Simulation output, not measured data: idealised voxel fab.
The document below concerns the process module designated voxel spacer lines.
155 nm wide, 5 nm square cells: that's cross-section cut.
Throughout this document, each cross-section is represented as a grid of square cells and is presented as a sequence of bands enumerated from the top downward, where a band comprises one or more rows of cells. First you get the band's top height and its bottom height, in nm, and then the materials it's made of, left to right, with each width in nm. If you see a single material with "full width", that one covers the band edge to edge. "empty" is empty space. Height 0 is the level under which the wafer as received is all one material. The lowest band goes on downwards, as in "0..down". When a width is written as two numbers, as in "30->40", the first number is the width in the top row of cells of the band and the second is the width in its bottom row, and the width changes by the same amount from each row to the next. "remains unaltered" -> step changed no cross-section cell. Any empty space of 8 cells or more lacking an open way to the top shows up in "Entrapped void list" as width x height at distance, distance from the left edge, in nm. Past the settings on a step's line: simulator remark, on that step. The line of a step may include "overlay nm". On a step with a mask, this value is how far to the right of its planned place the mask lay. A negative value means the mask lay to the left.
The process steps that were planned are listed below:
1: RECEIVE: material Si
2: CONFORMAL_DEP: material Al2O3, thk nm 10
3: DIRECTIONAL_DEP: material W, thk nm 20
4: DIRECTIONAL_DEP: material aC, thk nm 30
5: PATTERN: tone cover, mask id MANDREL, material resist, width nm 20, pitch nm 60, thk nm 40, overlay nm 0
6: DIRECTIONAL_ETCH: etch materials aC, depth nm 30
7: STRIP: etch materials resist
8: CONFORMAL_DEP: material SiN, thk nm 10
9: DIRECTIONAL_ETCH: etch materials SiN, depth nm 10
10: STRIP: etch materials aC
11: DIRECTIONAL_ETCH: etch materials W, depth nm 20
12: STRIP: etch materials SiN
Wafer at receipt (post step 1), cross-section:
* 0..down = Si full width
* Entrapped void list: none
Below is the wafer in cross-section after the module was completed. It began from the starting point shown above and followed the plan shown above, except that one mistake was made while running it:
* 20..0 = 25 empty  10 W  20 empty  10 W  20 empty  10 W  20 empty  10 W  30 empty
* 0..down = Si full width
* Entrapped void list: none
Where did the run depart from the plan? step 2 was left out
